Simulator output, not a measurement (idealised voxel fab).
Title: Process Module voxel transistor to metal
155 nm wide, 5 nm square cells: that's cross-section cut.
The cross-sections in this document take the form of a grid made of square cells. They are written out as bands, in order from top to bottom. Each band consists of one or more rows of cells. Band: top and bottom heights (nm) first, top before bottom; then materials from left to right, widths in nm. "everywhere" marks a sole material filling the band edge to edge. "empty" denotes empty space. Measure heights from 0. That's the level where, below it, the as-received wafer is all one material. The lowest band is bottomless and extends downward; write it as in "0 and below". Per-row width for "30..40": begins at first number (top row of band), ends at second number (bottom row), increment between rows held constant. Given "all unchanged" for a step, no cell of the cross-section differs between before and after that step. Heads up: "Closed void roster" only lists the empty pockets with no open path to the top that are 8 cells or more, and it writes them as width x height at distance, distance from the left edge, in nm. If you see something after the settings on a step's line, that's the simulator's own remark about that step. What "overlay nm" on a step's line means: if the step has a mask, that mask lay this far to the right of its planned place, or, when the value is negative, to the left.

Process steps (planned)
| 1 | RECEIVE | material Si |
| 2 | OXIDIZE | depth nm 5 |
| 3 | CONFORMAL_DEP | material SiN | thk nm 10 |
| 4 | MASKED_ETCH | tone cover | mask id ACTIVE | width nm 105 | etch materials SiN | depth nm 10 | overlay nm 0 |
| 5 | MASKED_ETCH | tone cover | mask id ACTIVE | width nm 105 | etch materials SiO2 | depth nm 5 | overlay nm 0 |
| 6 | MASKED_ETCH | tone cover | mask id ACTIVE | width nm 105 | etch materials Si | depth nm 25 | overlay nm 0 |
| 7 | OXIDIZE | depth nm 5 |
| 8 | FILL_DEP | material SiO2 | thk nm 5 |
| 9 | CMP | height nm 10 |
| 10 | SELECTIVE_ETCH | etch materials SiO2 | depth nm 10 |
| 11 | STRIP | etch materials SiN |
| 12 | SELECTIVE_ETCH | etch materials SiO2 | depth nm 5 |
| 13 | OXIDIZE | depth nm 5 |
| 14 | DIRECTIONAL_DEP | material polySi | thk nm 30 |
| 15 | DIRECTIONAL_DEP | material SiCN | thk nm 15 |
| 16 | DIRECTIONAL_DEP | material aC | thk nm 15 |
| 17 | PATTERN | tone cover | mask id GATE | material resist | width nm 25 | thk nm 30 | overlay nm 0 |
| 18 | DIRECTIONAL_ETCH | etch materials aC | depth nm 15 |
| 19 | STRIP | etch materials resist |
| 20 | DIRECTIONAL_ETCH | etch materials SiCN | depth nm 25 |
| 21 | DIRECTIONAL_ETCH | etch materials polySi | depth nm 40 |
| 22 | STRIP | etch materials aC |
| 23 | CONFORMAL_DEP | material SiO2 | thk nm 5 |
| 24 | DIRECTIONAL_ETCH | etch materials SiO2 | depth nm 5 |
| 25 | CONFORMAL_DEP | material SiN | thk nm 5 |
| 26 | DIRECTIONAL_ETCH | etch materials SiN | depth nm 5 |
| 27 | DIRECTIONAL_ETCH | etch materials SiO2 | depth nm 5 |
| 28 | EPI | material nSi | thk nm 5 |
| 29 | FILL_DEP | material SiO2 | thk nm 10 |
| 30 | CMP | height nm 25 |
| 31 | STRIP | etch materials polySi |
| 32 | SELECTIVE_ETCH | etch materials SiO2 | depth nm 5 |
| 33 | CONFORMAL_DEP | material HfO2 | thk nm 5 |
| 34 | CONFORMAL_DEP | material TiN | thk nm 5 |
| 35 | FILL_DEP | material W | thk nm 5 |
| 36 | CMP | height nm 20 |
| 37 | DIRECTIONAL_DEP | material SiO2 | thk nm 15 |
| 38 | DIRECTIONAL_DEP | material aC | thk nm 15 |
| 39 | PATTERN | tone open | mask id CONTACT | material resist | width nm 20 | pitch nm 75 | thk nm 35 | overlay nm 0 |
| 40 | DIRECTIONAL_ETCH | etch materials aC | depth nm 15 |
| 41 | STRIP | etch materials resist |
| 42 | DIRECTIONAL_ETCH | etch materials SiO2 | depth nm 40 |
| 43 | STRIP | etch materials aC |
| 44 | CONFORMAL_DEP | material TiN | thk nm 5 |
| 45 | FILL_DEP | material W | thk nm 5 |
| 46 | CMP | height nm 35 |
| 47 | CONFORMAL_DEP | material SiCN | thk nm 5 |
| 48 | DIRECTIONAL_DEP | material lowk | thk nm 25 |
| 49 | PATTERN | tone open | mask id METAL_1 | material resist | width nm 20 | pitch nm 75 | thk nm 20 | overlay nm 0 |
| 50 | DIRECTIONAL_ETCH | etch materials lowk | depth nm 25 |
| 51 | DIRECTIONAL_ETCH | etch materials SiCN | depth nm 5 |
| 52 | STRIP | etch materials resist |
| 53 | CONFORMAL_DEP | material TiN | thk nm 5 |
| 54 | FILL_DEP | material Ru | thk nm 5 |
| 55 | CMP | height nm 65 |
| 56 | EPI | material Ru | thk nm 5 |
| 57 | FILL_DEP | material SiCN | thk nm 5 |
| 58 | DIRECTIONAL_DEP | material SiO2 | thk nm 30 |
| 59 | PATTERN | tone open | mask id METAL_2_HOLES | material resist | width nm 15 | pitch nm 75 | thk nm 15 | overlay nm 0 |
| 60 | DIRECTIONAL_ETCH | etch materials SiO2 | depth nm 30 |
| 61 | STRIP | etch materials resist |
| 62 | DIRECTIONAL_DEP | material aC | thk nm 10 |
| 63 | PATTERN | tone open | mask id METAL_2 | material resist | width nm 20 | pitch nm 75 | thk nm 25 | overlay nm 0 |
| 64 | DIRECTIONAL_ETCH | etch materials aC | depth nm 10 |
| 65 | STRIP | etch materials resist |
| 66 | DIRECTIONAL_ETCH | etch materials SiO2 | depth nm 15 |
| 67 | DIRECTIONAL_ETCH | etch materials SiCN | depth nm 5 |
| 68 | STRIP | etch materials aC |
| 69 | CONFORMAL_DEP | material TiN | thk nm 5 |
| 70 | FILL_DEP | material Cu | thk nm 10 |
| 71 | CMP | height nm 105 |
| 72 | CONFORMAL_DEP | material SiCN | thk nm 5 |

This is the cross-section of the wafer as we received it, i.e. after step 1
  0 and below  Si everywhere
  Closed void roster: none

End-of-module cross-section. Starting structure and process plan as above; one mistake made in running it
  110 down to 105  SiCN everywhere
  105 down to 95  SiO2: 30; TiN: 5; Cu: 10; TiN: 5; SiO2: 55; TiN: 5; Cu: 10; TiN: 5; SiO2: 30
  95 down to 90  SiO2: 30; TiN: 5; Cu: 5; TiN: 10; SiO2: 55; TiN: 5; Cu: 5; TiN: 10; SiO2: 30
  90 down to 75  SiO2: 30; TiN: 5; Cu: 5; TiN: 5; SiO2: 60; TiN: 5; Cu: 5; TiN: 5; SiO2: 35
  75 down to 70  SiCN: 30; TiN: 15; SiCN: 60; TiN: 15; SiCN: 35
  70 down to 65  SiCN: 25; Ru: 30; SiCN: 45; Ru: 30; SiCN: 25
  65 down to 40  lowk: 30; TiN: 5; Ru: 10; TiN: 5; lowk: 55; TiN: 5; Ru: 10; TiN: 5; lowk: 30
  40 down to 35  SiCN: 30; TiN: 20; SiCN: 55; TiN: 20; SiCN: 30
  35 down to 20  SiO2: 25; TiN: 5; W: 20; TiN: 5; SiO2: 45; TiN: 5; W: 20; TiN: 5; SiO2: 25
  20 down to 0  SiO2: 25; TiN: 5; W: 20; TiN: 5; SiN: 5; HfO2: 5; TiN: 5; W: 15; TiN: 5; HfO2: 5; SiN: 5; TiN: 5; W: 20; TiN: 5; SiO2: 25
  0 down to -5  SiO2: 25; TiN: 30; SiN: 5; HfO2: 5; TiN: 25; HfO2: 5; SiN: 5; TiN: 30; SiO2: 25
  -5 down to -10  SiO2: 25; nSi: 30; SiO2: 5; HfO2: 35; SiO2: 5; nSi: 30; SiO2: 25
  -10 down to -35  SiO2: 30; Si: 95; SiO2: 30
  -35 and below  Si everywhere
  Closed void roster: none
Diagnosis: step 39: run off-plan, actual operation and settings PATTERN | tone open | mask id CONTACT | material resist | width nm 30 | pitch nm 75 | thk nm 35 | overlay nm 0
